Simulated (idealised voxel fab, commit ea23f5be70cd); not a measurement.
The following process module bears the name voxel ribs on slabs.
Square cell edge 5 nm, section width 140 nm, ID cut.
Think of the cross-section as a grid of square cells. We describe it in bands, top to bottom, and each band covers one or more rows of those cells.
Heads up on the band format: heights come first, top then bottom, in nm. After that it's the materials left to right, each with its width in nm. A single material flagged "throughout" fills the whole band edge to edge, and "empty" means there's empty space there.
Heights are reckoned from 0. Under this level, the received wafer is all of one material. The bottommost band is open-ended downward, for example "z 0 and below".
A two-number width, for instance "30..40", indicates that the width is equal to the first number in the top row of the band and to the second number in the bottom row, and that it changes by a constant amount per row of cells.
Given "nothing changed" for a step, no cell of the cross-section differs between before and after that step.
"Fully enclosed voids" contains a list of empty spaces, each no smaller than 8 cells and without an open way to the top, written in the form width x height at distance with the distance from the left edge and all three in nm.
What comes after the settings on a step's line is commentary from the simulator itself on that step.
When a step includes a mask, the "overlay nm" setting on its line states how far to the right of its planned place that mask lay, and negative values state how far to the left.
**The process steps that were planned are listed below**
1) RECEIVE with material Si
2) DIRECTIONAL_DEP with material SiO2, thk nm 25
3) DIRECTIONAL_DEP with material polySi, thk nm 25
4) MASKED_ETCH with tone cover, mask id RIB, width nm 25, etch materials polySi, depth nm 20, overlay nm 0
5) MASKED_ETCH with tone cover, mask id SLAB, width nm 85, etch materials polySi, depth nm 5, overlay nm 0
6) FILL_DEP with material SiO2, thk nm 15
7) CMP with height nm 60
8) DIRECTIONAL_DEP with material TiN, thk nm 10
9) MASKED_ETCH with tone cover, mask id HEATER, width nm 35, etch materials TiN, depth nm 10, overlay nm 0
10) CONFORMAL_DEP with material SiO2, thk nm 5
**as received, after step 1**
	z 0 and below  Si throughout
	Fully enclosed voids: none
**Starting wafer: above. Plan: above. Run: one mistake. Cross-section after the module: below**
	z 75 to 70  empty: 45 | SiO2: 45 | empty: 50
	z 70 to 65  empty: 45 | SiO2: 5 | TiN: 35 | SiO2: 5 | empty: 50
	z 65 to 60  SiO2: 50 | TiN: 35 | SiO2: 55
	z 60 to 50  SiO2: 55..25 | polySi: 25..85 | SiO2: 60..30
	z 50 to 25  polySi throughout
	z 25 to 0  SiO2 throughout
	z 0 and below  Si throughout
	Fully enclosed voids: none
So what did we get wrong on this run? twice over, step 3 of the plan was run
